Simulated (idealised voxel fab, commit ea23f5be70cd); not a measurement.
You're looking at the process module voxel double patterning.
The width of the displayed cross-section, cut, is 295 nm; its cells are square, with a size of 5 nm.
This document writes a cross-section as a grid whose cells are square, and gives it as bands, listed from the top down; one or more rows of cells form a band. Band: top height; bottom height; in nm. Then, left to right: material with width in nm, for each material. "throughout": a single material spanning edge to edge. "empty": empty space. We count height from 0. Below that, the starting wafer is all one material. The lowest band never ends at the bottom but goes on down; see "z 0 and below" for how that is written. It should be noted that a width expressed as "30..40" varies in equal increments from row to row of cells within the band, taking the value of the first number at the top row and that of the second number at the bottom row. "remained unchanged" -> step changed no cross-section cell. In the "Cavities, closed" entry, you get each enclosed empty space of 8 cells or more, one with no open way to the top, written width x height at distance, distance from the left edge, in nm. Anything after a step's settings on that line? It's the simulator's own note about the step. Among the settings permitted on a step's line is "overlay nm"; applied to a step with a mask, it specifies the extent to which the mask lay to the right of its planned position, whereas a negative figure signifies a position to the left.

[Planned process steps]
1: RECEIVE with material Si
2: CONFORMAL_DEP with material SiN, thk nm 5
3: DIRECTIONAL_DEP with material SiO2, thk nm 10
4: DIRECTIONAL_DEP with material SiCN, thk nm 10
5: MASKED_ETCH with tone open, mask id FIRST, width nm 15, pitch nm 50, etch materials SiCN, depth nm 10, overlay nm 0
6: PATTERN with tone open, mask id SECOND, material resist, width nm 15, thk nm 15, overlay nm 0
7: DIRECTIONAL_ETCH with etch materials SiCN, depth nm 10
8: STRIP with etch materials resist
9: DIRECTIONAL_ETCH with etch materials SiO2, depth nm 10
10: STRIP with etch materials SiCN

[Incoming wafer in cross-section (state: after step 1)]
  z 0 and below: Si throughout
  Cavities, closed: none

[End-of-module cross-section. Starting structure and process plan as above; one mistake made in running it]
  z 10 to 5: 115 of SiO2 / 15 of empty / 10 of SiO2 / 15 of empty / 10 of SiO2 / 15 of empty / 115 of SiO2
  z 5 to 0: SiN throughout
  z 0 and below: Si throughout
  Cavities, closed: none
What was done differently from what was planned? so step 3 ended up running with a different setting than we planned, it ran as DIRECTIONAL_DEP with material SiO2, thk nm 5
